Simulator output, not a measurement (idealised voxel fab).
The following is a process module called voxel capacitor over wiring.
Section cut is 205 nm wide and gridded with 5 nm square cells.
Format of a cross-section: grid, square cells. Given as bands. Order: top down. Band: one or more rows of cells.
This entry defines a band. It first specifies the height of the band's top and the height of its bottom in nm, and then specifies the band's materials from left to right, stating each material with its width in nm. The word "full width" identifies a single material that fills the band from edge to edge, while the word "blank" identifies empty space.
Heights from 0 (as-received wafer is one material below). Bottom band endless downward, as "from 0 down".
Graded width ("30 to 40"): value in top row of band = first number; value in bottom row = second number; row-to-row change constant.
The cross-section has no changed cell in any step marked "identical to before".
You'll see "Entrapped voids" listing empty spaces that have no way open to the top, as long as they're 8 cells or more; the notation is width x height at distance, where the distance is from the left edge, and all of it is in nm.
If you see something after the settings on a step's line, that's the simulator's own remark about that step.
Among the settings permitted on a step's line is "overlay nm"; applied to a step with a mask, it specifies the extent to which the mask lay to the right of its planned position, whereas a negative figure signifies a position to the left.
THE PLANNED PROCESS STEPS ARE ENUMERATED HEREUNDER
| 1 | RECEIVE: material Si |
| 2 | CONFORMAL_DEP: material SiO2, thk nm 15 |
| 3 | CONFORMAL_DEP: material SiCN, thk nm 5 |
| 4 | DIRECTIONAL_DEP: material lowk, thk nm 25 |
| 5 | PATTERN: tone open, mask id METAL_1, material resist, width nm 30, pitch nm 80, thk nm 15, overlay nm 0 |
| 6 | DIRECTIONAL_ETCH: etch materials lowk, depth nm 25 |
| 7 | DIRECTIONAL_ETCH: etch materials SiCN, depth nm 5 |
| 8 | STRIP: etch materials resist |
| 9 | CONFORMAL_DEP: material TiN, thk nm 5 |
| 10 | FILL_DEP: material Cu, thk nm 10 |
| 11 | CMP: height nm 45 |
| 12 | CONFORMAL_DEP: material SiCN, thk nm 5 |
| 13 | DIRECTIONAL_DEP: material SiO2, thk nm 15 |
| 14 | MASKED_ETCH: tone open, mask id PLUG_1, width nm 15, etch materials SiO2, depth nm 15, overlay nm 0 |
| 15 | MASKED_ETCH: tone open, mask id PLUG_1, width nm 15, etch materials SiCN, depth nm 5, overlay nm 0 |
| 16 | EPI: material Ru, thk nm 10 |
| 17 | EPI: material Ru, thk nm 10 |
| 18 | DIRECTIONAL_DEP: material TiN, thk nm 5 |
| 19 | DIRECTIONAL_DEP: material SiN, thk nm 5 |
| 20 | DIRECTIONAL_DEP: material TiN, thk nm 10 |
| 21 | DIRECTIONAL_DEP: material aC, thk nm 10 |
| 22 | PATTERN: tone cover, mask id UPPER_PLATE, material resist, width nm 55, thk nm 25, overlay nm 0 |
| 23 | DIRECTIONAL_ETCH: etch materials aC, depth nm 10 |
| 24 | STRIP: etch materials resist |
| 25 | DIRECTIONAL_ETCH: etch materials TiN, depth nm 10 |
| 26 | DIRECTIONAL_ETCH: etch materials SiN, depth nm 5 |
| 27 | STRIP: etch materials aC |
| 28 | PATTERN: tone cover, mask id LOWER_PLATE, material resist, width nm 65, thk nm 20, overlay nm 0 |
| 29 | DIRECTIONAL_ETCH: etch materials TiN, depth nm 5 |
| 30 | STRIP: etch materials resist |
| 31 | FILL_DEP: material SiO2, thk nm 15 |
| 32 | CMP: height nm 95 |
| 33 | PATTERN: tone open, mask id PLUG_2, material resist, width nm 15, thk nm 15, overlay nm 0 |
| 34 | DIRECTIONAL_ETCH: etch materials SiO2, depth nm 10 |
| 35 | STRIP: etch materials resist |
| 36 | CONFORMAL_DEP: material TiN, thk nm 5 |
| 37 | FILL_DEP: material Cu, thk nm 5 |
| 38 | CMP: height nm 95 |
| 39 | CONFORMAL_DEP: material SiN, thk nm 5 |
INCOMING WAFER IN CROSS-SECTION (STATE: AFTER STEP 1)
  from 0 down: Si full width
  Entrapped voids: none
WAFER CROSS-SECTION AT END OF MODULE: START AND PLAN AS SHOWN ABOVE, ONE EXECUTION ERROR
  from 100 to 95: Ru full width
  from 95 to 90: 70 nm SiO2, then 5 nm TiN, then 5 nm Cu, then 5 nm TiN, then 120 nm SiO2
  from 90 to 85: 70 nm SiO2, then 15 nm TiN, then 120 nm SiO2
  from 85 to 75: 60 nm SiO2, then 55 nm TiN, then 90 nm SiO2
  from 75 to 70: 60 nm SiO2, then 55 nm SiN, then 90 nm SiO2
  from 70 to 65: 55 nm SiO2, then 65 nm TiN, then 85 nm SiO2
  from 65 to 50: 60 nm SiO2, then 15 nm Ru, then 130 nm SiO2
  from 50 to 45: 60 nm SiCN, then 15 nm Ru, then 130 nm SiCN
  from 45 to 20: 45 nm lowk, then 5 nm TiN, then 20 nm Cu, then 5 nm TiN, then 50 nm lowk, then 5 nm TiN, then 20 nm Cu, then 5 nm TiN, then 50 nm lowk
  from 20 to 15: 45 nm SiCN, then 30 nm TiN, then 50 nm SiCN, then 30 nm TiN, then 50 nm SiCN
  from 15 to 0: SiO2 full width
  from 0 down: Si full width
  Entrapped voids: none
Here's what went sideways: the process deviated at step 39: the operation and settings actually run there were CONFORMAL_DEP: material Ru, thk nm 5
